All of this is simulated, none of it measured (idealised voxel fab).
voxel transistor to metal: a process module
Pictured: cross-section cut, 215 nm wide, on a grid of 5 nm square cells.
This document writes a cross-section as a grid whose cells are square, and gives it as bands, listed from the top down; one or more rows of cells form a band. In this notation a band is specified by the heights of its top and bottom, in that order and in nm, after which its materials appear from left to right, each paired with its width in nm. The word "all across" attached to a single material means that material fills the band from edge to edge; the word "air" stands for empty space. Height is counted from the level 0, under which the received wafer is composed throughout of one material. The lowest of the bands is not closed at the bottom but continues downward, in the notation "top 0, no bottom". The two numbers in a width such as "30 to 40" mark its ends across the band: the first belongs to the top row of cells, the second to the bottom row, and from each row to the next the width moves by the same amount. "no modifications" -> step changed no cross-section cell. Under "closed voids" you'll find the enclosed gaps, the ones with no way out to the top, that are 8 cells or bigger; each reads width x height at distance, with distance counted from the left edge, everything in nm. Formally, on a step line, whatever follows the settings is a remark that the simulator itself makes on the step. When a step includes a mask, the "overlay nm" setting on its line states how far to the right of its planned place that mask lay, and negative values state how far to the left.

Process steps - plan
1) RECEIVE, material Si
2) OXIDIZE, depth nm 5
3) CONFORMAL_DEP, material SiN, thk nm 10
4) DIRECTIONAL_DEP, material aC, thk nm 15
5) PATTERN, tone cover, mask id ACTIVE, material resist, width nm 115, thk nm 30, overlay nm 0
6) DIRECTIONAL_ETCH, etch materials aC, depth nm 15
7) STRIP, etch materials resist
8) DIRECTIONAL_ETCH, etch materials SiN, depth nm 10
9) DIRECTIONAL_ETCH, etch materials SiO2, depth nm 5
10) DIRECTIONAL_ETCH, etch materials Si, depth nm 25
11) STRIP, etch materials aC
12) FILL_DEP, material SiO2, thk nm 10
13) CMP, height nm 10
14) SELECTIVE_ETCH, etch materials SiO2, depth nm 10
15) STRIP, etch materials SiN
16) SELECTIVE_ETCH, etch materials SiO2, depth nm 5
17) OXIDIZE, depth nm 5
18) DIRECTIONAL_DEP, material polySi, thk nm 25
19) DIRECTIONAL_DEP, material SiCN, thk nm 15
20) PATTERN, tone cover, mask id GATE, material resist, width nm 35, thk nm 15, overlay nm -15
21) DIRECTIONAL_ETCH, etch materials SiCN, depth nm 25
22) DIRECTIONAL_ETCH, etch materials polySi, depth nm 35
23) STRIP, etch materials resist
24) CONFORMAL_DEP, material SiO2, thk nm 5
25) DIRECTIONAL_ETCH, etch materials SiO2, depth nm 5
26) CONFORMAL_DEP, material SiN, thk nm 5
27) DIRECTIONAL_ETCH, etch materials SiN, depth nm 5
28) DIRECTIONAL_ETCH, etch materials SiO2, depth nm 5
29) EPI, material pSi, thk nm 5
30) FILL_DEP, material SiO2, thk nm 10
31) CMP, height nm 20
32) STRIP, etch materials polySi
33) SELECTIVE_ETCH, etch materials SiO2, depth nm 5
34) CONFORMAL_DEP, material HfO2, thk nm 5
35) CONFORMAL_DEP, material TiN, thk nm 5
36) FILL_DEP, material W, thk nm 10
37) CMP, height nm 15
38) DIRECTIONAL_DEP, material SiO2, thk nm 15
39) MASKED_ETCH, tone open, mask id CONTACT, width nm 15, pitch nm 80, etch materials SiO2, depth nm 35, overlay nm 0
40) CONFORMAL_DEP, material TiN, thk nm 5
41) FILL_DEP, material W, thk nm 5
42) CMP, height nm 30
43) CONFORMAL_DEP, material SiCN, thk nm 5
44) DIRECTIONAL_DEP, material SiO2, thk nm 20
45) PATTERN, tone open, mask id METAL_1, material resist, width nm 15, pitch nm 80, thk nm 15, overlay nm 0
46) DIRECTIONAL_ETCH, etch materials SiO2, depth nm 20
47) DIRECTIONAL_ETCH, etch materials SiCN, depth nm 5
48) STRIP, etch materials resist
49) CONFORMAL_DEP, material TiN, thk nm 5
50) FILL_DEP, material Cu, thk nm 10
51) CMP, height nm 55
52) EPI, material Ru, thk nm 5
53) FILL_DEP, material SiCN, thk nm 5
Don't read the plan's overlay nm for step 20 as applying to every wafer: that's the first wafer's value, and the wafers differ in it, though they all start identical.

As-received cross-section, first of several wafers, post step 1
  top 0, no bottom: Si all across
  closed voids: none

Every row in this table is a wafer at the end of the module, and it gives, for each of the materials, the cells that wafer has gained (+) or lost (-) since it was received, then its closed voids
overlay nm -15; +8 Cu; +17 HfO2; +10 Ru; -166 Si; +113 SiCN; +8 SiN; +471 SiO2; +61 TiN; +23 W; +14 pSi; closed voids: none
overlay nm -10; +8 Cu; +17 HfO2; +10 Ru; -166 Si; +113 SiCN; +8 SiN; +467 SiO2; +65 TiN; +23 W; +14 pSi; closed voids: none
overlay nm -5; +8 Cu; +17 HfO2; +10 Ru; -166 Si; +113 SiCN; +8 SiN; +463 SiO2; +65 TiN; +27 W; +14 pSi; closed voids: none
overlay nm 0; +8 Cu; +17 HfO2; +10 Ru; -166 Si; +113 SiCN; +8 SiN; +463 SiO2; +65 TiN; +27 W; +14 pSi; closed voids: none
overlay nm 5; +8 Cu; +17 HfO2; +10 Ru; -166 Si; +113 SiCN; +8 SiN; +463 SiO2; +65 TiN; +27 W; +14 pSi; closed voids: none
overlay nm 10; +8 Cu; +17 HfO2; +10 Ru; -166 Si; +113 SiCN; +8 SiN; +467 SiO2; +65 TiN; +23 W; +14 pSi; closed voids: none
overlay nm 15; +8 Cu; +17 HfO2; +10 Ru; -166 Si; +113 SiCN; +8 SiN; +471 SiO2; +61 TiN; +23 W; +14 pSi; closed voids: none
